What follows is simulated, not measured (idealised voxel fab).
Presented below is a process module, voxel ribs on slabs.
Square cell edge 5 nm, section width 145 nm, ID cut.
Cross-section format: a grid of square cells, given as bands from top to bottom; each band is one or more rows of cells. Heights first: top, then bottom, in nm. Then materials, left to right, each with a width in nm. "everywhere" on a single material: fills the band edge to edge. "blank": empty space. Zero point of the height axis is 0; under it, received wafer = one material. Lowest band: continues down indefinitely, "0 down". The two numbers in a width such as "30 to 40" mark its ends across the band: the first belongs to the top row of cells, the second to the bottom row, and from each row to the next the width moves by the same amount. "no modifications" -> step changed no cross-section cell. Empty spaces without an open route to the top, at least 8 cells in extent, make up the entry "Sealed voids"; each is given as width x height at distance, where the distance is measured from the left edge, and all are in nm. after a step's settings: what the simulator itself notes on the step. overlay nm: right-of-plan distance of the mask on a masked step; negative values mean left-of-plan.

# Planned step list for the process
1 op RECEIVE | material Si
2 op DIRECTIONAL_DEP | material SiO2 | thk nm 30
3 op DIRECTIONAL_DEP | material polySi | thk nm 20
4 op DIRECTIONAL_DEP | material aC | thk nm 15
5 op PATTERN | tone cover | mask id RIB | material resist | width nm 30 | thk nm 35 | overlay nm 0
6 op DIRECTIONAL_ETCH | etch materials aC | depth nm 15
7 op STRIP | etch materials resist
8 op DIRECTIONAL_ETCH | etch materials polySi | depth nm 15
9 op STRIP | etch materials aC
10 op PATTERN | tone cover | mask id SLAB | material resist | width nm 90 | thk nm 15 | overlay nm 0
11 op DIRECTIONAL_ETCH | etch materials polySi | depth nm 5
12 op STRIP | etch materials resist
13 op FILL_DEP | material SiO2 | thk nm 25
14 op CMP | height nm 70
15 op DIRECTIONAL_DEP | material TiN | thk nm 5
16 op PATTERN | tone cover | mask id HEATER | material resist | width nm 40 | thk nm 15 | overlay nm 0
17 op DIRECTIONAL_ETCH | etch materials TiN | depth nm 5
18 op STRIP | etch materials resist
19 op CONFORMAL_DEP | material SiO2 | thk nm 10

# Delivered wafer in cross-section: state after step 1
	0 down  Si everywhere
	Sealed voids: none

# Run as planned - first of the two wafers cross-sectioned at the end of the module
	85 to 80  blank (40) | SiO2 (60) | blank (45)
	80 to 75  SiO2 everywhere
	75 to 70  SiO2 (50) | TiN (40) | SiO2 (55)
	70 to 50  SiO2 everywhere
	50 to 35  SiO2 (55) | polySi (30) | SiO2 (60)
	35 to 30  SiO2 (25) | polySi (90) | SiO2 (30)
	30 to 0  SiO2 everywhere
	0 down  Si everywhere
	Sealed voids: none

# Presented here is a cross-section of the second of the two wafers as it stood at the end of the module. It was started in the same manner and assigned the same plan as the first wafer; however, one mistake was made in its execution
	75 to 70  blank (50) | TiN (40) | blank (55)
	70 to 50  SiO2 everywhere
	50 to 35  SiO2 (55) | polySi (30) | SiO2 (60)
	35 to 30  SiO2 (25) | polySi (90) | SiO2 (30)
	30 to 0  SiO2 everywhere
	0 down  Si everywhere
	Sealed voids: none
So what did we get wrong on this run? step 19 of the plan was excluded from execution and never run
Materials where the second wafer ends with more or fewer cells than the first: 62 fewer of SiO2
